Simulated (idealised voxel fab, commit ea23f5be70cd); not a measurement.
This section sets out a process module, namely voxel fin reveal.
245 nm wide, 5 nm square cells: that's cross-section cut.
Just so we're on the same page, the cross-sections are grids of square cells, and they're listed out in bands top to bottom, each band one or more rows deep. Band: top and bottom heights (nm) first, top before bottom; then materials from left to right, widths in nm. "edge to edge" marks a sole material filling the band edge to edge. "blank" denotes empty space. Heads up on the height convention: 0 is the point under which the incoming wafer is all one material, and the lowest band has no bottom, it just keeps going down, like "0 and below". The expression "30..40" gives the width at the extremes of the band, the first number at its top row of cells and the second at its bottom row, with the width changing by equal amounts from each row to the next in between. When a step is marked "nothing different", none of the cells in the cross-section changed during that step. Empty spaces without an open route to the top, at least 8 cells in extent, make up the entry "Voids, fully enclosed"; each is given as width x height at distance, where the distance is measured from the left edge, and all are in nm. Step line, after settings: the simulator's comment on this step. The setting "overlay nm" may be written on the line of a step. When the step uses a mask, the value reports how far to the right of the planned place the mask lay, and a negative value reports that it lay to the left.
Intended process steps:
| 1 | RECEIVE (material Si) |
| 2 | CONFORMAL_DEP (material SiN; thk nm 5) |
| 3 | MASKED_ETCH (tone cover; mask id FINS; width nm 15; pitch nm 45; etch materials SiN; depth nm 5; overlay nm 0) |
| 4 | MASKED_ETCH (tone cover; mask id FINS; width nm 15; pitch nm 45; etch materials Si; depth nm 30; overlay nm 0) |
| 5 | OXIDIZE (depth nm 5) |
| 6 | FILL_DEP (material SiO2; thk nm 10) |
| 7 | CMP (height nm 5) |
| 8 | SELECTIVE_ETCH (etch materials SiO2; depth nm 20) |
| 9 | STRIP (etch materials SiN) |
| 10 | CONFORMAL_DEP (material HfO2; thk nm 5) |
First out of two wafers; run went to plan:
Wafer cross-section on receipt, i.e. after step 1:
> 0 and below = Si edge to edge
> Voids, fully enclosed: none
Cross-section of the wafer subsequent to step 2:
> 5 down to 0 = SiN edge to edge
> Below a height of 0, the structure has not been altered.
Cross-section of the wafer subsequent to step 3:
> 5 down to 0 = blank 70; SiN 15; blank 30; SiN 15; blank 30; SiN 15; blank 70
> Below a height of 0, the structure has not been altered.
Cross-section of the wafer subsequent to step 4:
> 5 down to 0 = blank 70; SiN 15; blank 30; SiN 15; blank 30; SiN 15; blank 70
> 0 down to -30 = blank 70; Si 15; blank 30; Si 15; blank 30; Si 15; blank 70
> Below a height of -30, the structure has not been altered.
Cross-section of the wafer subsequent to step 5:
> 5 down to 0 = blank 70; SiN 15; blank 30; SiN 15; blank 30; SiN 15; blank 70
> 0 down to -30 = blank 70; SiO2 5; Si 5; SiO2 5; blank 30; SiO2 5; Si 5; SiO2 5; blank 30; SiO2 5; Si 5; SiO2 5; blank 70
> -30 down to -35 = SiO2 75; Si 5; SiO2 40; Si 5; SiO2 40; Si 5; SiO2 75
> Below a height of -35, the structure has not been altered.
Cross-section of the wafer subsequent to step 6:
> 15 down to 5 = SiO2 edge to edge
> 5 down to 0 = SiO2 70; SiN 15; SiO2 30; SiN 15; SiO2 30; SiN 15; SiO2 70
> 0 down to -35 = SiO2 75; Si 5; SiO2 40; Si 5; SiO2 40; Si 5; SiO2 75
> Below a height of -35, the structure has not been altered.
Cross-section of the wafer subsequent to step 7:
> 5 down to 0 = SiO2 70; SiN 15; SiO2 30; SiN 15; SiO2 30; SiN 15; SiO2 70
> Below a height of 0, the structure has not been altered.
Cross-section of the wafer subsequent to step 8:
> 5 down to 0 = blank 70; SiN 15; blank 30; SiN 15; blank 30; SiN 15; blank 70
> 0 down to -15 = blank 75; Si 5; blank 40; Si 5; blank 40; Si 5; blank 75
> Below a height of -15, the structure has not been altered.
Cross-section of the wafer subsequent to step 9:
> 0 down to -15 = blank 75; Si 5; blank 40; Si 5; blank 40; Si 5; blank 75
> Below a height of -15, the structure has not been altered.
Cross-section of the wafer subsequent to step 10:
> 5 down to 0 = blank 70; HfO2 15; blank 30; HfO2 15; blank 30; HfO2 15; blank 70
> 0 down to -10 = blank 70; HfO2 5; Si 5; HfO2 5; blank 30; HfO2 5; Si 5; HfO2 5; blank 30; HfO2 5; Si 5; HfO2 5; blank 70
> -10 down to -15 = HfO2 75; Si 5; HfO2 40; Si 5; HfO2 40; Si 5; HfO2 75
> Below a height of -15, the structure has not been altered.
For the second wafer, take the first wafer's start and plan, then add one mistake made in running it; everything through step 3, that step included, is shared with the first:
Look at the second wafer in cross-section at the time step 4 ought to have finished:
> 5 down to 0 = blank 70; SiN 15; blank 30; SiN 15; blank 30; SiN 15; blank 70
> 0 down to -35 = blank 70; Si 15; blank 30; Si 15; blank 30; Si 15; blank 70
> Below a height of -35, the structure has not been altered.
Look at the second wafer in cross-section at the time step 5 ought to have finished:
> 5 down to 0 = blank 70; SiN 15; blank 30; SiN 15; blank 30; SiN 15; blank 70
> 0 down to -35 = blank 70; SiO2 5; Si 5; SiO2 5; blank 30; SiO2 5; Si 5; SiO2 5; blank 30; SiO2 5; Si 5; SiO2 5; blank 70
> -35 down to -40 = SiO2 75; Si 5; SiO2 40; Si 5; SiO2 40; Si 5; SiO2 75
> Below a height of -40, the structure has not been altered.
Look at the second wafer in cross-section at the time step 6 ought to have finished:
> 15 down to 5 = SiO2 edge to edge
> 5 down to 0 = SiO2 70; SiN 15; SiO2 30; SiN 15; SiO2 30; SiN 15; SiO2 70
> 0 down to -40 = SiO2 75; Si 5; SiO2 40; Si 5; SiO2 40; Si 5; SiO2 75
> Below a height of -40, the structure has not been altered.
Look at the second wafer in cross-section at the time step 7 ought to have finished:
> 5 down to 0 = SiO2 70; SiN 15; SiO2 30; SiN 15; SiO2 30; SiN 15; SiO2 70
> Below a height of 0, the structure has not been altered.
Look at the second wafer in cross-section at the time step 8 ought to have finished:
> 5 down to 0 = blank 70; SiN 15; blank 30; SiN 15; blank 30; SiN 15; blank 70
> 0 down to -15 = blank 75; Si 5; blank 40; Si 5; blank 40; Si 5; blank 75
> Below a height of -15, the structure has not been altered.
Look at the second wafer in cross-section at the time step 9 ought to have finished:
> 0 down to -15 = blank 75; Si 5; blank 40; Si 5; blank 40; Si 5; blank 75
> Below a height of -15, the structure has not been altered.
Look at the second wafer in cross-section at the time step 10 ought to have finished:
> 5 down to 0 = blank 70; HfO2 15; blank 30; HfO2 15; blank 30; HfO2 15; blank 70
> 0 down to -10 = blank 70; HfO2 5; Si 5; HfO2 5; blank 30; HfO2 5; Si 5; HfO2 5; blank 30; HfO2 5; Si 5; HfO2 5; blank 70
> -10 down to -15 = HfO2 75; Si 5; HfO2 40; Si 5; HfO2 40; Si 5; HfO2 75
> Below a height of -15, the structure has not been altered.
Plan not followed: for step 4, the planned setting was not used; the step was instead run as MASKED_ETCH (tone cover; mask id FINS; width nm 15; pitch nm 45; etch materials Si; depth nm 35; overlay nm 0)
Final wafer comparison in cells, second versus first, more or fewer per material: 46 fewer of Si, 46 more of SiO2
